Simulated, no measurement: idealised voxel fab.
voxel lift off: a process module
Section shown: cut. Width: 230 nm. Cell size: 5 nm, square.
The cross-sections in this document take the form of a grid made of square cells. They are written out as bands, in order from top to bottom. Each band consists of one or more rows of cells.
This entry defines a band. It first specifies the height of the band's top and the height of its bottom in nm, and then specifies the band's materials from left to right, stating each material with its width in nm. The word "all across" identifies a single material that fills the band from edge to edge, while the word "air" identifies empty space.
Measure heights from 0. That's the level where, below it, the as-received wafer is all one material. The lowest band is bottomless and extends downward; write it as in "0 -> down".
It should be noted that a width expressed as "30->40" varies in equal increments from row to row of cells within the band, taking the value of the first number at the top row and that of the second number at the bottom row.
What does "nothing altered" mean for a step? It means no cell of the cross-section changed in that step.
Listed in "Encapsulated voids": every empty space of 8 or more cells without an open way to the top. Form: width x height at distance, the distance being from the left edge, all in nm.
Whatever follows a step's settings on its line is a remark the simulator itself makes about that step.
overlay nm: mask right of planned place by this much (step with mask). Neg. = left.

### Set out below are the planned steps of the process
| 1 | RECEIVE,material Si |
| 2 | CONFORMAL_DEP,material SiO2,thk nm 10 |
| 3 | PATTERN,tone open,mask id LINES,material resist,width nm 20,pitch nm 35,thk nm 20,overlay nm 0 |
| 4 | DIRECTIONAL_DEP,material Ru,thk nm 5 |
| 5 | STRIP,etch materials resist |
| 6 | CONFORMAL_DEP,material SiO2,thk nm 5 |

### Cross-sectional view of the wafer in its as-received condition, corresponding to the state after step 1
	0 -> down  Si all across
	Encapsulated voids: none

### End state of the module in cross-section, given the above starting point and plan and one mistake in execution
	20 -> 15  air: 45; SiO2: 30; air: 5; SiO2: 30; air: 5; SiO2: 30; air: 5; SiO2: 30; air: 50
	15 -> 0  SiO2 all across
	0 -> down  Si all across
	Encapsulated voids: none
Misprocessing identified: step 4 did not use the planned setting and instead ran as DIRECTIONAL_DEP,material SiO2,thk nm 5
